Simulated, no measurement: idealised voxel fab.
The process module that follows is named voxel transistor to metal.
For reference, the cross-section in this document is cut, with width 265 nm and square cells of 5 nm.
A cross-section is written here as square cells arranged in a grid, and it is given in bands from the top down, each band taking up one or more rows of cells.
Look at the band entry: it leads with the top's height and the bottom's height in nm. Then it lists the materials left to right, with a width in nm for each. The word "edge to edge" on a single material says that material fills the band edge to edge. The word "air" is empty space.
Where do heights start? At 0: under that level the wafer as delivered is made of one material only. And the lowest band has no floor; it just carries on downward, as in "0 nm and below".
Per-row width for "30..40": begins at first number (top row of band), ends at second number (bottom row), increment between rows held constant.
What does "no modifications" mean for a step? It means no cell of the cross-section changed in that step.
Enclosed voids (no open way to top), threshold 8 cells or more, entry "Closed cavity list", notation width x height at distance, distance from left edge, nm.
On each step's line, the part that comes after the settings is the simulator's own comment on the step.
Regarding "overlay nm": on a step with a mask, it is the distance the mask lay to the right of its planned place; a negative value places it to the left.

-- This section lists the process steps that were planned
1,RECEIVE | material Si
2,OXIDIZE | depth nm 5
3,CONFORMAL_DEP | material SiN | thk nm 15
4,MASKED_ETCH | tone cover | mask id ACTIVE | width nm 105 | pitch nm 130 | etch materials SiN | depth nm 15 | overlay nm 0
5,MASKED_ETCH | tone cover | mask id ACTIVE | width nm 105 | pitch nm 130 | etch materials SiO2 | depth nm 5 | overlay nm 0
6,MASKED_ETCH | tone cover | mask id ACTIVE | width nm 105 | pitch nm 130 | etch materials Si | depth nm 30 | overlay nm 0
7,OXIDIZE | depth nm 5
8,FILL_DEP | material SiO2 | thk nm 5
9,CMP | height nm 15
10,SELECTIVE_ETCH | etch materials SiO2 | depth nm 10
11,STRIP | etch materials SiN
12,SELECTIVE_ETCH | etch materials SiO2 | depth nm 5
13,OXIDIZE | depth nm 5
14,DIRECTIONAL_DEP | material polySi | thk nm 20
15,DIRECTIONAL_DEP | material SiCN | thk nm 15
16,DIRECTIONAL_DEP | material aC | thk nm 15
17,PATTERN | tone cover | mask id GATE | material resist | width nm 15 | pitch nm 130 | thk nm 35 | overlay nm 0
18,DIRECTIONAL_ETCH | etch materials aC | depth nm 15
19,STRIP | etch materials resist
20,DIRECTIONAL_ETCH | etch materials SiCN | depth nm 25
21,DIRECTIONAL_ETCH | etch materials polySi | depth nm 30
22,STRIP | etch materials aC
23,CONFORMAL_DEP | material SiO2 | thk nm 5
24,DIRECTIONAL_ETCH | etch materials SiO2 | depth nm 5
25,CONFORMAL_DEP | material SiN | thk nm 10
26,DIRECTIONAL_ETCH | etch materials SiN | depth nm 10
27,DIRECTIONAL_ETCH | etch materials SiO2 | depth nm 5
28,DIRECTIONAL_ETCH | etch materials Si | depth nm 15
29,EPI | material SiGe | thk nm 15
30,FILL_DEP | material SiO2 | thk nm 10
31,CMP | height nm 30
32,DIRECTIONAL_DEP | material SiO2 | thk nm 10
33,DIRECTIONAL_DEP | material aC | thk nm 15
34,PATTERN | tone open | mask id CONTACT | material resist | width nm 35 | thk nm 35 | overlay nm 0
35,DIRECTIONAL_ETCH | etch materials aC | depth nm 15
36,STRIP | etch materials resist
37,DIRECTIONAL_ETCH | etch materials SiO2 | depth nm 35
38,STRIP | etch materials aC
39,CONFORMAL_DEP | material TiN | thk nm 5
40,FILL_DEP | material Ru | thk nm 10
41,CMP | height nm 40
42,CONFORMAL_DEP | material SiN | thk nm 5
43,DIRECTIONAL_DEP | material SiO2 | thk nm 20
44,MASKED_ETCH | tone open | mask id METAL_1 | width nm 20 | etch materials SiO2 | depth nm 20 | overlay nm 0
45,MASKED_ETCH | tone open | mask id METAL_1 | width nm 20 | etch materials SiN | depth nm 5 | overlay nm 0
46,CONFORMAL_DEP | material TiN | thk nm 5
47,FILL_DEP | material Cu | thk nm 10
48,CMP | height nm 65
49,CONFORMAL_DEP | material SiCN | thk nm 5

-- Of two wafers, the first: run according to plan

-- This is the cross-section of the wafer as we received it, i.e. after step 1
	0 nm and below: Si edge to edge
	Closed cavity list: none

-- Cross-section of the wafer after step 2
	0 nm to -5 nm: SiO2 edge to edge
	Under -5: no change, same as before.

-- Cross-section of the wafer after step 3
	15 nm to 0 nm: SiN edge to edge
	Under 0: no change, same as before.

-- Cross-section of the wafer after step 4
	15 nm to 0 nm: 15 air, 105 SiN, 25 air, 105 SiN, 15 air
	Under 0: no change, same as before.

-- Cross-section of the wafer after step 5
	15 nm to 0 nm: 15 air, 105 SiN, 25 air, 105 SiN, 15 air
	0 nm to -5 nm: 15 air, 105 SiO2, 25 air, 105 SiO2, 15 air
	Under -5: no change, same as before.

-- Cross-section of the wafer after step 6
	15 nm to 0 nm: 15 air, 105 SiN, 25 air, 105 SiN, 15 air
	0 nm to -5 nm: 15 air, 105 SiO2, 25 air, 105 SiO2, 15 air
	-5 nm to -35 nm: 15 air, 105 Si, 25 air, 105 Si, 15 air
	Under -35: no change, same as before.

-- Cross-section of the wafer after step 7
	15 nm to 0 nm: 15 air, 105 SiN, 25 air, 105 SiN, 15 air
	0 nm to -5 nm: 15 air, 105 SiO2, 25 air, 105 SiO2, 15 air
	-5 nm to -35 nm: 15 air, 5 SiO2, 95 Si, 5 SiO2, 25 air, 5 SiO2, 95 Si, 5 SiO2, 15 air
	-35 nm to -40 nm: 20 SiO2, 95 Si, 35 SiO2, 95 Si, 20 SiO2
	Under -40: no change, same as before.

-- Cross-section of the wafer after step 8
	20 nm to 15 nm: SiO2 edge to edge
	15 nm to 0 nm: 15 SiO2, 105 SiN, 25 SiO2, 105 SiN, 15 SiO2
	0 nm to -5 nm: SiO2 edge to edge
	-5 nm to -40 nm: 20 SiO2, 95 Si, 35 SiO2, 95 Si, 20 SiO2
	Under -40: no change, same as before.

-- Cross-section of the wafer after step 9
	15 nm to 0 nm: 15 SiO2, 105 SiN, 25 SiO2, 105 SiN, 15 SiO2
	Under 0: no change, same as before.

-- Cross-section of the wafer after step 10
	15 nm to 5 nm: 15 air, 105 SiN, 25 air, 105 SiN, 15 air
	Under 5: no change, same as before.

-- Cross-section of the wafer after step 11
	5 nm to 0 nm: 15 SiO2, 105 air, 25 SiO2, 105 air, 15 SiO2
	Under 0: no change, same as before.

-- Cross-section of the wafer after step 12
	0 nm to -5 nm: 10 SiO2, 115 air, 15 SiO2, 115 air, 10 SiO2
	Under -5: no change, same as before.

-- Cross-section of the wafer after step 13
	0 nm to -5 nm: 10 SiO2, 115 air, 15 SiO2, 115 air, 10 SiO2
	-5 nm to -10 nm: SiO2 edge to edge
	Under -10: no change, same as before.

-- Cross-section of the wafer after step 14
	20 nm to 15 nm: 10 polySi, 115 air, 15 polySi, 115 air, 10 polySi
	15 nm to 0 nm: polySi edge to edge
	0 nm to -5 nm: 10 SiO2, 115 polySi, 15 SiO2, 115 polySi, 10 SiO2
	Under -5: no change, same as before.

-- Cross-section of the wafer after step 15
	35 nm to 30 nm: 10 SiCN, 115 air, 15 SiCN, 115 air, 10 SiCN
	30 nm to 20 nm: SiCN edge to edge
	20 nm to 15 nm: 10 polySi, 115 SiCN, 15 polySi, 115 SiCN, 10 polySi
	Under 15: no change, same as before.

-- Cross-section of the wafer after step 16
	50 nm to 45 nm: 10 aC, 115 air, 15 aC, 115 air, 10 aC
	45 nm to 35 nm: aC edge to edge
	35 nm to 30 nm: 10 SiCN, 115 aC, 15 SiCN, 115 aC, 10 SiCN
	Under 30: no change, same as before.

-- Cross-section of the wafer after step 17
	85 nm to 50 nm: 60 air, 15 resist, 115 air, 15 resist, 60 air
	50 nm to 45 nm: 10 aC, 50 air, 15 resist, 50 air, 15 aC, 50 air, 15 resist, 50 air, 10 aC
	Under 45: no change, same as before.

-- Cross-section of the wafer after step 18
	70 nm to 45 nm: 60 air, 15 resist, 115 air, 15 resist, 60 air
	45 nm to 35 nm: 60 air, 15 aC, 115 air, 15 aC, 60 air
	35 nm to 30 nm: 10 SiCN, 50 air, 15 aC, 50 air, 15 SiCN, 50 air, 15 aC, 50 air, 10 SiCN
	Under 30: no change, same as before.

-- Cross-section of the wafer after step 19
	45 nm to 35 nm: 60 air, 15 aC, 115 air, 15 aC, 60 air
	Under 35: no change, same as before.

-- Cross-section of the wafer after step 20
	45 nm to 30 nm: 60 air, 15 aC, 115 air, 15 aC, 60 air
	30 nm to 20 nm: 60 air, 15 SiCN, 115 air, 15 SiCN, 60 air
	20 nm to 15 nm: 10 polySi, 50 air, 15 SiCN, 50 air, 15 polySi, 50 air, 15 SiCN, 50 air, 10 polySi
	Under 15: no change, same as before.

-- Cross-section of the wafer after step 21
	45 nm to 30 nm: 60 air, 15 aC, 115 air, 15 aC, 60 air
	30 nm to 15 nm: 60 air, 15 SiCN, 115 air, 15 SiCN, 60 air
	15 nm to 0 nm: 60 air, 15 polySi, 115 air, 15 polySi, 60 air
	0 nm to -5 nm: 10 SiO2, 50 air, 15 polySi, 50 air, 15 SiO2, 50 air, 15 polySi, 50 air, 10 SiO2
	Under -5: no change, same as before.

-- Cross-section of the wafer after step 22
	30 nm to 15 nm: 60 air, 15 SiCN, 115 air, 15 SiCN, 60 air
	Under 15: no change, same as before.

-- Cross-section of the wafer after step 23
	35 nm to 30 nm: 55 air, 25 SiO2, 105 air, 25 SiO2, 55 air
	30 nm to 15 nm: 55 air, 5 SiO2, 15 SiCN, 5 SiO2, 105 air, 5 SiO2, 15 SiCN, 5 SiO2, 55 air
	15 nm to 5 nm: 55 air, 5 SiO2, 15 polySi, 5 SiO2, 105 air, 5 SiO2, 15 polySi, 5 SiO2, 55 air
	5 nm to 0 nm: 15 SiO2, 40 air, 5 SiO2, 15 polySi, 5 SiO2, 40 air, 25 SiO2, 40 air, 5 SiO2, 15 polySi, 5 SiO2, 40 air, 15 SiO2
	0 nm to -5 nm: 60 SiO2, 15 polySi, 115 SiO2, 15 polySi, 60 SiO2
	Under -5: no change, same as before.

-- Cross-section of the wafer after step 24
	30 nm to 15 nm: 55 air, 5 SiO2, 15 SiCN, 5 SiO2, 105 air, 5 SiO2, 15 SiCN, 5 SiO2, 55 air
	15 nm to 0 nm: 55 air, 5 SiO2, 15 polySi, 5 SiO2, 105 air, 5 SiO2, 15 polySi, 5 SiO2, 55 air
	0 nm to -5 nm: 15 SiO2, 40 air, 5 SiO2, 15 polySi, 5 SiO2, 40 air, 25 SiO2, 40 air, 5 SiO2, 15 polySi, 5 SiO2, 40 air, 15 SiO2
	Under -5: no change, same as before.

-- Cross-section of the wafer after step 25
	40 nm to 30 nm: 45 air, 45 SiN, 85 air, 45 SiN, 45 air
	30 nm to 15 nm: 45 air, 10 SiN, 5 SiO2, 15 SiCN, 5 SiO2, 10 SiN, 85 air, 10 SiN, 5 SiO2, 15 SiCN, 5 SiO2, 10 SiN, 45 air
	15 nm to 10 nm: 45 air, 10 SiN, 5 SiO2, 15 polySi, 5 SiO2, 10 SiN, 85 air, 10 SiN, 5 SiO2, 15 polySi, 5 SiO2, 10 SiN, 45 air
	10 nm to 5 nm: 25 SiN, 20 air, 10 SiN, 5 SiO2, 15 polySi, 5 SiO2, 10 SiN, 20 air, 45 SiN, 20 air, 10 SiN, 5 SiO2, 15 polySi, 5 SiO2, 10 SiN, 20 air, 25 SiN
	5 nm to 0 nm: 55 SiN, 5 SiO2, 15 polySi, 5 SiO2, 105 SiN, 5 SiO2, 15 polySi, 5 SiO2, 55 SiN
	0 nm to -5 nm: 15 SiO2, 40 SiN, 5 SiO2, 15 polySi, 5 SiO2, 40 SiN, 25 SiO2, 40 SiN, 5 SiO2, 15 polySi, 5 SiO2, 40 SiN, 15 SiO2
	Under -5: no change, same as before.

-- Cross-section of the wafer after step 26
	30 nm to 15 nm: 45 air, 10 SiN, 5 SiO2, 15 SiCN, 5 SiO2, 10 SiN, 85 air, 10 SiN, 5 SiO2, 15 SiCN, 5 SiO2, 10 SiN, 45 air
	15 nm to 0 nm: 45 air, 10 SiN, 5 SiO2, 15 polySi, 5 SiO2, 10 SiN, 85 air, 10 SiN, 5 SiO2, 15 polySi, 5 SiO2, 10 SiN, 45 air
	0 nm to -5 nm: 15 SiO2, 10 SiN, 20 air, 10 SiN, 5 SiO2, 15 polySi, 5 SiO2, 10 SiN, 20 air, 10 SiN, 25 SiO2, 10 SiN, 20 air, 10 SiN, 5 SiO2, 15 polySi, 5 SiO2, 10 SiN, 20 air, 10 SiN, 15 SiO2
	Under -5: no change, same as before.

-- Cross-section of the wafer after step 27
	30 nm to 25 nm: 45 air, 10 SiN, 5 air, 15 SiCN, 5 air, 10 SiN, 85 air, 10 SiN, 5 air, 15 SiCN, 5 air, 10 SiN, 45 air
	25 nm to 15 nm: 45 air, 10 SiN, 5 SiO2, 15 SiCN, 5 SiO2, 10 SiN, 85 air, 10 SiN, 5 SiO2, 15 SiCN, 5 SiO2, 10 SiN, 45 air
	15 nm to 0 nm: 45 air, 10 SiN, 5 SiO2, 15 polySi, 5 SiO2, 10 SiN, 85 air, 10 SiN, 5 SiO2, 15 polySi, 5 SiO2, 10 SiN, 45 air
	0 nm to -5 nm: 15 air, 10 SiN, 20 air, 10 SiN, 5 SiO2, 15 polySi, 5 SiO2, 10 SiN, 20 air, 10 SiN, 25 air, 10 SiN, 20 air, 10 SiN, 5 SiO2, 15 polySi, 5 SiO2, 10 SiN, 20 air, 10 SiN, 15 air
	-5 nm to -10 nm: 25 SiO2, 20 air, 45 SiO2, 20 air, 45 SiO2, 20 air, 45 SiO2, 20 air, 25 SiO2
	Under -10: no change, same as before.

-- Cross-section of the wafer after step 28
	30 nm to 25 nm: 45 air, 10 SiN, 5 air, 15 SiCN, 5 air, 10 SiN, 85 air, 10 SiN, 5 air, 15 SiCN, 5 air, 10 SiN, 45 air
	25 nm to 15 nm: 45 air, 10 SiN, 5 SiO2, 15 SiCN, 5 SiO2, 10 SiN, 85 air, 10 SiN, 5 SiO2, 15 SiCN, 5 SiO2, 10 SiN, 45 air
	15 nm to 0 nm: 45 air, 10 SiN, 5 SiO2, 15 polySi, 5 SiO2, 10 SiN, 85 air, 10 SiN, 5 SiO2, 15 polySi, 5 SiO2, 10 SiN, 45 air
	0 nm to -5 nm: 15 air, 10 SiN, 20 air, 10 SiN, 5 SiO2, 15 polySi, 5 SiO2, 10 SiN, 20 air, 10 SiN, 25 air, 10 SiN, 20 air, 10 SiN, 5 SiO2, 15 polySi, 5 SiO2, 10 SiN, 20 air, 10 SiN, 15 air
	-5 nm to -10 nm: 25 SiO2, 20 air, 45 SiO2, 20 air, 45 SiO2, 20 air, 45 SiO2, 20 air, 25 SiO2
	-10 nm to -25 nm: 20 SiO2, 5 Si, 20 air, 45 Si, 20 air, 5 Si, 35 SiO2, 5 Si, 20 air, 45 Si, 20 air, 5 Si, 20 SiO2
	Under -25: no change, same as before.

-- Cross-section of the wafer after step 29
	30 nm to 25 nm: 45 air, 10 SiN, 5 air, 15 SiCN, 5 air, 10 SiN, 85 air, 10 SiN, 5 air, 15 SiCN, 5 air, 10 SiN, 45 air
	25 nm to 15 nm: 45 air, 10 SiN, 5 SiO2, 15 SiCN, 5 SiO2, 10 SiN, 85 air, 10 SiN, 5 SiO2, 15 SiCN, 5 SiO2, 10 SiN, 45 air
	15 nm to 5 nm: 45 air, 10 SiN, 5 SiO2, 15 polySi, 5 SiO2, 10 SiN, 85 air, 10 SiN, 5 SiO2, 15 polySi, 5 SiO2, 10 SiN, 45 air
	5 nm to 0 nm: 20 air, 25 SiGe, 10 SiN, 5 SiO2, 15 polySi, 5 SiO2, 10 SiN, 25 SiGe, 35 air, 25 SiGe, 10 SiN, 5 SiO2, 15 polySi, 5 SiO2, 10 SiN, 25 SiGe, 20 air
	0 nm to -5 nm: 15 air, 10 SiN, 20 SiGe, 10 SiN, 5 SiO2, 15 polySi, 5 SiO2, 10 SiN, 20 SiGe, 10 SiN, 25 air, 10 SiN, 20 SiGe, 10 SiN, 5 SiO2, 15 polySi, 5 SiO2, 10 SiN, 20 SiGe, 10 SiN, 15 air
	-5 nm to -10 nm: 25 SiO2, 20 SiGe, 45 SiO2, 20 SiGe, 45 SiO2, 20 SiGe, 45 SiO2, 20 SiGe, 25 SiO2
	-10 nm to -25 nm: 20 SiO2, 5 Si, 20 SiGe, 45 Si, 20 SiGe, 5 Si, 35 SiO2, 5 Si, 20 SiGe, 45 Si, 20 SiGe, 5 Si, 20 SiO2
	Under -25: no change, same as before.

-- Cross-section of the wafer after step 30
	40 nm to 30 nm: SiO2 edge to edge
	30 nm to 15 nm: 45 SiO2, 10 SiN, 5 SiO2, 15 SiCN, 5 SiO2, 10 SiN, 85 SiO2, 10 SiN, 5 SiO2, 15 SiCN, 5 SiO2, 10 SiN, 45 SiO2
	15 nm to 5 nm: 45 SiO2, 10 SiN, 5 SiO2, 15 polySi, 5 SiO2, 10 SiN, 85 SiO2, 10 SiN, 5 SiO2, 15 polySi, 5 SiO2, 10 SiN, 45 SiO2
	5 nm to 0 nm: 20 SiO2, 25 SiGe, 10 SiN, 5 SiO2, 15 polySi, 5 SiO2, 10 SiN, 25 SiGe, 35 SiO2, 25 SiGe, 10 SiN, 5 SiO2, 15 polySi, 5 SiO2, 10 SiN, 25 SiGe, 20 SiO2
	0 nm to -5 nm: 15 SiO2, 10 SiN, 20 SiGe, 10 SiN, 5 SiO2, 15 polySi, 5 SiO2, 10 SiN, 20 SiGe, 10 SiN, 25 SiO2, 10 SiN, 20 SiGe, 10 SiN, 5 SiO2, 15 polySi, 5 SiO2, 10 SiN, 20 SiGe, 10 SiN, 15 SiO2
	Under -5: no change, same as before.

-- Cross-section of the wafer after step 31
	30 nm to 15 nm: 45 SiO2, 10 SiN, 5 SiO2, 15 SiCN, 5 SiO2, 10 SiN, 85 SiO2, 10 SiN, 5 SiO2, 15 SiCN, 5 SiO2, 10 SiN, 45 SiO2
	Under 15: no change, same as before.

-- Cross-section of the wafer after step 32
	40 nm to 30 nm: SiO2 edge to edge
	Under 30: no change, same as before.

-- Cross-section of the wafer after step 33
	55 nm to 40 nm: aC edge to edge
	Under 40: no change, same as before.

-- Cross-section of the wafer after step 34
	90 nm to 55 nm: 20 resist, 35 air, 25 resist, 35 air, 35 resist, 35 air, 25 resist, 35 air, 20 resist
	Under 55: no change, same as before.

-- Cross-section of the wafer after step 35
	75 nm to 55 nm: 20 resist, 35 air, 25 resist, 35 air, 35 resist, 35 air, 25 resist, 35 air, 20 resist
	55 nm to 40 nm: 20 aC, 35 air, 25 aC, 35 air, 35 aC, 35 air, 25 aC, 35 air, 20 aC
	Under 40: no change, same as before.

-- Cross-section of the wafer after step 36
	55 nm to 40 nm: 20 aC, 35 air, 25 aC, 35 air, 35 aC, 35 air, 25 aC, 35 air, 20 aC
	Under 40: no change, same as before.

-- Cross-section of the wafer after step 37
	55 nm to 40 nm: 20 aC, 35 air, 25 aC, 35 air, 35 aC, 35 air, 25 aC, 35 air, 20 aC
	40 nm to 30 nm: 20 SiO2, 35 air, 25 SiO2, 35 air, 35 SiO2, 35 air, 25 SiO2, 35 air, 20 SiO2
	30 nm to 15 nm: 20 SiO2, 25 air, 10 SiN, 5 SiO2, 15 SiCN, 5 SiO2, 10 SiN, 25 air, 35 SiO2, 25 air, 10 SiN, 5 SiO2, 15 SiCN, 5 SiO2, 10 SiN, 25 air, 20 SiO2
	15 nm to 5 nm: 20 SiO2, 25 air, 10 SiN, 5 SiO2, 15 polySi, 5 SiO2, 10 SiN, 25 air, 35 SiO2, 25 air, 10 SiN, 5 SiO2, 15 polySi, 5 SiO2, 10 SiN, 25 air, 20 SiO2
	Under 5: no change, same as before.

-- Cross-section of the wafer after step 38
	40 nm to 30 nm: 20 SiO2, 35 air, 25 SiO2, 35 air, 35 SiO2, 35 air, 25 SiO2, 35 air, 20 SiO2
	Under 30: no change, same as before.

-- Cross-section of the wafer after step 39
	45 nm to 40 nm: 25 TiN, 25 air, 35 TiN, 25 air, 45 TiN, 25 air, 35 TiN, 25 air, 25 TiN
	40 nm to 30 nm: 20 SiO2, 5 TiN, 25..15 air, 5..15 TiN, 25 SiO2, 5..15 TiN, 25..15 air, 5 TiN, 35 SiO2, 5 TiN, 25..15 air, 5..15 TiN, 25 SiO2, 5..15 TiN, 25..15 air, 5 TiN, 20 SiO2
	30 nm to 15 nm: 20 SiO2, 5 TiN, 15 air, 5 TiN, 10 SiN, 5 SiO2, 15 SiCN, 5 SiO2, 10 SiN, 5 TiN, 15 air, 5 TiN, 35 SiO2, 5 TiN, 15 air, 5 TiN, 10 SiN, 5 SiO2, 15 SiCN, 5 SiO2, 10 SiN, 5 TiN, 15 air, 5 TiN, 20 SiO2
	15 nm to 10 nm: 20 SiO2, 5 TiN, 15 air, 5 TiN, 10 SiN, 5 SiO2, 15 polySi, 5 SiO2, 10 SiN, 5 TiN, 15 air, 5 TiN, 35 SiO2, 5 TiN, 15 air, 5 TiN, 10 SiN, 5 SiO2, 15 polySi, 5 SiO2, 10 SiN, 5 TiN, 15 air, 5 TiN, 20 SiO2
	10 nm to 5 nm: 20 SiO2, 25 TiN, 10 SiN, 5 SiO2, 15 polySi, 5 SiO2, 10 SiN, 25 TiN, 35 SiO2, 25 TiN, 10 SiN, 5 SiO2, 15 polySi, 5 SiO2, 10 SiN, 25 TiN, 20 SiO2
	Under 5: no change, same as before.

-- Cross-section of the wafer after step 40
	55 nm to 45 nm: Ru edge to edge
	45 nm to 40 nm: 25 TiN, 25 Ru, 35 TiN, 25 Ru, 45 TiN, 25 Ru, 35 TiN, 25 Ru, 25 TiN
	40 nm to 30 nm: 20 SiO2, 5 TiN, 25..15 Ru, 5..15 TiN, 25 SiO2, 5..15 TiN, 25..15 Ru, 5 TiN, 35 SiO2, 5 TiN, 25..15 Ru, 5..15 TiN, 25 SiO2, 5..15 TiN, 25..15 Ru, 5 TiN, 20 SiO2
	30 nm to 15 nm: 20 SiO2, 5 TiN, 15 Ru, 5 TiN, 10 SiN, 5 SiO2, 15 SiCN, 5 SiO2, 10 SiN, 5 TiN, 15 Ru, 5 TiN, 35 SiO2, 5 TiN, 15 Ru, 5 TiN, 10 SiN, 5 SiO2, 15 SiCN, 5 SiO2, 10 SiN, 5 TiN, 15 Ru, 5 TiN, 20 SiO2
	15 nm to 10 nm: 20 SiO2, 5 TiN, 15 Ru, 5 TiN, 10 SiN, 5 SiO2, 15 polySi, 5 SiO2, 10 SiN, 5 TiN, 15 Ru, 5 TiN, 35 SiO2, 5 TiN, 15 Ru, 5 TiN, 10 SiN, 5 SiO2, 15 polySi, 5 SiO2, 10 SiN, 5 TiN, 15 Ru, 5 TiN, 20 SiO2
	Under 10: no change, same as before.

-- Cross-section of the wafer after step 41
	40 nm to 30 nm: 20 SiO2, 5 TiN, 25..15 Ru, 5..15 TiN, 25 SiO2, 5..15 TiN, 25..15 Ru, 5 TiN, 35 SiO2, 5 TiN, 25..15 Ru, 5..15 TiN, 25 SiO2, 5..15 TiN, 25..15 Ru, 5 TiN, 20 SiO2
	Under 30: no change, same as before.

-- Cross-section of the wafer after step 42
	45 nm to 40 nm: SiN edge to edge
	Under 40: no change, same as before.

-- Cross-section of the wafer after step 43
	65 nm to 45 nm: SiO2 edge to edge
	Under 45: no change, same as before.

-- Cross-section of the wafer after step 44
	65 nm to 45 nm: 20 SiO2, 20 air, 55 SiO2, 20 air, 35 SiO2, 20 air, 55 SiO2, 20 air, 20 SiO2
	Under 45: no change, same as before.

-- Cross-section of the wafer after step 45
	65 nm to 45 nm: 20 SiO2, 20 air, 55 SiO2, 20 air, 35 SiO2, 20 air, 55 SiO2, 20 air, 20 SiO2
	45 nm to 40 nm: 20 SiN, 20 air, 55 SiN, 20 air, 35 SiN, 20 air, 55 SiN, 20 air, 20 SiN
	Under 40: no change, same as before.

-- Cross-section of the wafer after step 46
	70 nm to 65 nm: 25 TiN, 10 air, 65 TiN, 10 air, 45 TiN, 10 air, 65 TiN, 10 air, 25 TiN
	65 nm to 45 nm: 20 SiO2, 5 TiN, 10 air, 5 TiN, 55 SiO2, 5 TiN, 10 air, 5 TiN, 35 SiO2, 5 TiN, 10 air, 5 TiN, 55 SiO2, 5 TiN, 10 air, 5 TiN, 20 SiO2
	45 nm to 40 nm: 20 SiN, 20 TiN, 55 SiN, 20 TiN, 35 SiN, 20 TiN, 55 SiN, 20 TiN, 20 SiN
	Under 40: no change, same as before.

-- Cross-section of the wafer after step 47
	80 nm to 70 nm: Cu edge to edge
	70 nm to 65 nm: 25 TiN, 10 Cu, 65 TiN, 10 Cu, 45 TiN, 10 Cu, 65 TiN, 10 Cu, 25 TiN
	65 nm to 45 nm: 20 SiO2, 5 TiN, 10 Cu, 5 TiN, 55 SiO2, 5 TiN, 10 Cu, 5 TiN, 35 SiO2, 5 TiN, 10 Cu, 5 TiN, 55 SiO2, 5 TiN, 10 Cu, 5 TiN, 20 SiO2
	Under 45: no change, same as before.

-- Cross-section of the wafer after step 48
	65 nm to 45 nm: 20 SiO2, 5 TiN, 10 Cu, 5 TiN, 55 SiO2, 5 TiN, 10 Cu, 5 TiN, 35 SiO2, 5 TiN, 10 Cu, 5 TiN, 55 SiO2, 5 TiN, 10 Cu, 5 TiN, 20 SiO2
	Under 45: no change, same as before.

-- Cross-section of the wafer after step 49
	70 nm to 65 nm: SiCN edge to edge
	Under 65: no change, same as before.

-- Second wafer, same starting state and plan as the first, one mistake in the run, identical through step 40

Cross-section of the second wafer corresponding to the planned conclusion of step 41: no modifications

-- Cross-section of the second wafer corresponding to the planned conclusion of step 42
	60 nm to 55 nm: SiN edge to edge
	Under 55: no change, same as before.

-- Cross-section of the second wafer corresponding to the planned conclusion of step 43
	80 nm to 60 nm: SiO2 edge to edge
	Under 60: no change, same as before.

-- Cross-section of the second wafer corresponding to the planned conclusion of step 44
	80 nm to 60 nm: 20 SiO2, 20 air, 55 SiO2, 20 air, 35 SiO2, 20 air, 55 SiO2, 20 air, 20 SiO2
	Under 60: no change, same as before.

-- Cross-section of the second wafer corresponding to the planned conclusion of step 45
	80 nm to 60 nm: 20 SiO2, 20 air, 55 SiO2, 20 air, 35 SiO2, 20 air, 55 SiO2, 20 air, 20 SiO2
	60 nm to 55 nm: 20 SiN, 20 air, 55 SiN, 20 air, 35 SiN, 20 air, 55 SiN, 20 air, 20 SiN
	Under 55: no change, same as before.

-- Cross-section of the second wafer corresponding to the planned conclusion of step 46
	85 nm to 80 nm: 25 TiN, 10 air, 65 TiN, 10 air, 45 TiN, 10 air, 65 TiN, 10 air, 25 TiN
	80 nm to 60 nm: 20 SiO2, 5 TiN, 10 air, 5 TiN, 55 SiO2, 5 TiN, 10 air, 5 TiN, 35 SiO2, 5 TiN, 10 air, 5 TiN, 55 SiO2, 5 TiN, 10 air, 5 TiN, 20 SiO2
	60 nm to 55 nm: 20 SiN, 20 TiN, 55 SiN, 20 TiN, 35 SiN, 20 TiN, 55 SiN, 20 TiN, 20 SiN
	Under 55: no change, same as before.

-- Cross-section of the second wafer corresponding to the planned conclusion of step 47
	95 nm to 85 nm: Cu edge to edge
	85 nm to 80 nm: 25 TiN, 10 Cu, 65 TiN, 10 Cu, 45 TiN, 10 Cu, 65 TiN, 10 Cu, 25 TiN
	80 nm to 60 nm: 20 SiO2, 5 TiN, 10 Cu, 5 TiN, 55 SiO2, 5 TiN, 10 Cu, 5 TiN, 35 SiO2, 5 TiN, 10 Cu, 5 TiN, 55 SiO2, 5 TiN, 10 Cu, 5 TiN, 20 SiO2
	Under 60: no change, same as before.

-- Cross-section of the second wafer corresponding to the planned conclusion of step 48
	65 nm to 60 nm: 20 SiO2, 5 TiN, 10 Cu, 5 TiN, 55 SiO2, 5 TiN, 10 Cu, 5 TiN, 35 SiO2, 5 TiN, 10 Cu, 5 TiN, 55 SiO2, 5 TiN, 10 Cu, 5 TiN, 20 SiO2
	Under 60: no change, same as before.

-- Cross-section of the second wafer corresponding to the planned conclusion of step 49
	70 nm to 65 nm: SiCN edge to edge
	Under 65: no change, same as before.
In executing the process, a mistake was made relative to the plan: step 41 of the plan was omitted and not executed
Once processing is complete, comparing cell counts shows that the second wafer has more or fewer of certain materials than the first: Cu -24, Ru +126, SiO2 -111, TiN +9
